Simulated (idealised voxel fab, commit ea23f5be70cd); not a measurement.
Proc. module: voxel released beams
The cross-section on display is named cut; it measures 155 nm wide, and its cells are 5 nm squares.
Cross-section spec: square-cell grid; bands listed top down; each band is one or more rows. A band entry consists of two parts. The first gives the height of the band's top and the height of its bottom, in nm. The rest lists the band's materials from left to right, each with its width in nm. A single material labelled with the word "edge to edge" fills the band from edge to edge, and the word "empty" marks empty space. Ref level 0: as-received wafer is one material below here. Bottom band extends down with no lower bound ("0 nm and below"). The expression "30->40" gives the width at the extremes of the band, the first number at its top row of cells and the second at its bottom row, with the width changing by equal amounts from each row to the next in between. You'll sometimes find "remained unchanged" written for a step, and that's the way of saying that nowhere in the cross-section did a cell change during that step. The list in "Closed cavity list" covers empty spaces of 8 cells or more that cannot reach the top through any open way, and it gives each as width x height at distance; the distance is from the left edge, and width, height and distance are in nm. Note: text after step settings on the step line = simulator remark on that step. overlay nm: how far to the right of its planned place the mask lay on this masked step (negative: to the left).

Process steps (planned)
| 1 | op RECEIVE | material Si |
| 2 | op CONFORMAL_DEP | material SiN | thk nm 5 |
| 3 | op DIRECTIONAL_DEP | material SiO2 | thk nm 15 |
| 4 | op MASKED_ETCH | tone open | mask id ANCHOR | width nm 35 | etch materials SiO2 | depth nm 15 | overlay nm 0 |
| 5 | op CONFORMAL_DEP | material W | thk nm 15 |
| 6 | op DIRECTIONAL_DEP | material aC | thk nm 15 |
| 7 | op PATTERN | tone cover | mask id BEAM | material resist | width nm 90 | thk nm 30 | overlay nm 0 |
| 8 | op DIRECTIONAL_ETCH | etch materials aC | depth nm 15 |
| 9 | op STRIP | etch materials resist |
| 10 | op DIRECTIONAL_ETCH | etch materials W | depth nm 15 |
| 11 | op STRIP | etch materials aC |
| 12 | op STRIP | etch materials SiO2 |

As received (post step 1): cross-section
	0 nm and below | Si edge to edge
	Closed cavity list: none

The module was run from the start shown above using the plan shown above, but one mistake was made doing it; the resulting wafer cross-section is below
	50 nm to 35 nm | empty 30, then W 90, then empty 35
	35 nm to 20 nm | W edge to edge
	20 nm to 5 nm | SiO2 35, then W 35, then SiO2 85
	5 nm to 0 nm | SiN edge to edge
	0 nm and below | Si edge to edge
	Closed cavity list: none
It is concluded that the wafer was processed incorrectly with respect to the plan, in that it should be noted that step 5 of the plan was executed twice
